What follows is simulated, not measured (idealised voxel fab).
Process module in this document: voxel capacitor over wiring
It is cross-section cut that appears here, measuring 240 nm in width, its square cells being 5 nm in size.
Think of the cross-section as a grid of square cells. We describe it in bands, top to bottom, and each band covers one or more rows of those cells. Band entry format. Leading values: height of top, height of bottom, nm. Remainder: materials in left-to-right order, each with its width in nm. Special words: "full width" on a single material, which then fills the band edge to edge; "air", empty space. Height reference: 0 = level under which incoming wafer is all one material. Lowest band: no bottom, runs on downward, e.g. "top 0, no bottom". Top row gets the first number, bottom row gets the second, and each row in between changes by the same step: that is how a band width like "30 to 40" works. Step marked "changes: none"? Then no cell in the cross-section changed in it. This entry, "Listed closed voids", enumerates those empty regions of no fewer than 8 cells that possess no open connection to the top. Each region is reported in the form width x height at distance, the distance being taken from the left edge, with all three quantities expressed in nm. On each step's line, the part that comes after the settings is the simulator's own comment on the step. overlay nm: mask right of planned place by this much (step with mask). Neg. = left.

Process steps (planned)
| 1 | RECEIVE with material Si |
| 2 | CONFORMAL_DEP with material SiO2, thk nm 15 |
| 3 | DIRECTIONAL_DEP with material TiN, thk nm 5 |
| 4 | DIRECTIONAL_DEP with material W, thk nm 15 |
| 5 | MASKED_ETCH with tone cover, mask id METAL_1, width nm 30, pitch nm 90, etch materials W, depth nm 15, overlay nm 0 |
| 6 | MASKED_ETCH with tone cover, mask id METAL_1, width nm 30, pitch nm 90, etch materials TiN, depth nm 5, overlay nm 0 |
| 7 | FILL_DEP with material SiO2, thk nm 10 |
| 8 | CMP with height nm 35 |
| 9 | CONFORMAL_DEP with material SiCN, thk nm 5 |
| 10 | DIRECTIONAL_DEP with material lowk, thk nm 20 |
| 11 | PATTERN with tone open, mask id PLUG_1, material resist, width nm 15, thk nm 20, overlay nm 0 |
| 12 | DIRECTIONAL_ETCH with etch materials lowk, depth nm 20 |
| 13 | DIRECTIONAL_ETCH with etch materials SiCN, depth nm 5 |
| 14 | STRIP with etch materials resist |
| 15 | EPI with material Ru, thk nm 10 |
| 16 | EPI with material Ru, thk nm 10 |
| 17 | EPI with material Ru, thk nm 5 |
| 18 | DIRECTIONAL_DEP with material TiN, thk nm 5 |
| 19 | DIRECTIONAL_DEP with material SiN, thk nm 5 |
| 20 | DIRECTIONAL_DEP with material TiN, thk nm 10 |
| 21 | PATTERN with tone cover, mask id UPPER_PLATE, material resist, width nm 65, thk nm 15, overlay nm 0 |
| 22 | DIRECTIONAL_ETCH with etch materials TiN, depth nm 10 |
| 23 | DIRECTIONAL_ETCH with etch materials SiN, depth nm 5 |
| 24 | STRIP with etch materials resist |
| 25 | MASKED_ETCH with tone cover, mask id LOWER_PLATE, width nm 75, etch materials TiN, depth nm 5, overlay nm 0 |
| 26 | FILL_DEP with material SiO2, thk nm 15 |
| 27 | CMP with height nm 90 |
| 28 | DIRECTIONAL_DEP with material aC, thk nm 10 |
| 29 | PATTERN with tone open, mask id PLUG_2, material resist, width nm 15, thk nm 25, overlay nm 0 |
| 30 | DIRECTIONAL_ETCH with etch materials aC, depth nm 10 |
| 31 | STRIP with etch materials resist |
| 32 | DIRECTIONAL_ETCH with etch materials SiO2, depth nm 10 |
| 33 | STRIP with etch materials aC |
| 34 | CONFORMAL_DEP with material TiN, thk nm 5 |
| 35 | FILL_DEP with material Ru, thk nm 5 |
| 36 | CMP with height nm 90 |
| 37 | CONFORMAL_DEP with material SiN, thk nm 5 |

Cross-section, incoming material, after step 1
    top 0, no bottom  Si full width
    Listed closed voids: none

A wafer at the end: this start, this plan, one mistake
    top 95, bottom 90  SiN full width
    top 90, bottom 85  SiO2=95, TiN=5, Ru=5, TiN=5, SiO2=130
    top 85, bottom 80  SiO2=95, TiN=15, SiO2=130
    top 80, bottom 70  SiO2=75, TiN=65, SiO2=100
    top 70, bottom 65  SiO2=75, SiN=65, SiO2=100
    top 65, bottom 60  SiO2=70, TiN=75, SiO2=95
    top 60, bottom 40  lowk=75, Ru=15, lowk=150
    top 40, bottom 35  SiCN=75, Ru=15, SiCN=150
    top 35, bottom 20  SiO2=60, W=30, SiO2=60, W=30, SiO2=60
    top 20, bottom 15  SiO2=60, TiN=30, SiO2=60, TiN=30, SiO2=60
    top 15, bottom 0  SiO2 full width
    top 0, no bottom  Si full width
    Listed closed voids: none
Deviation from plan: step 29, actual vs plan mismatch, actual run PATTERN with tone open, mask id PLUG_2, material resist, width nm 15, thk nm 25, overlay nm 10
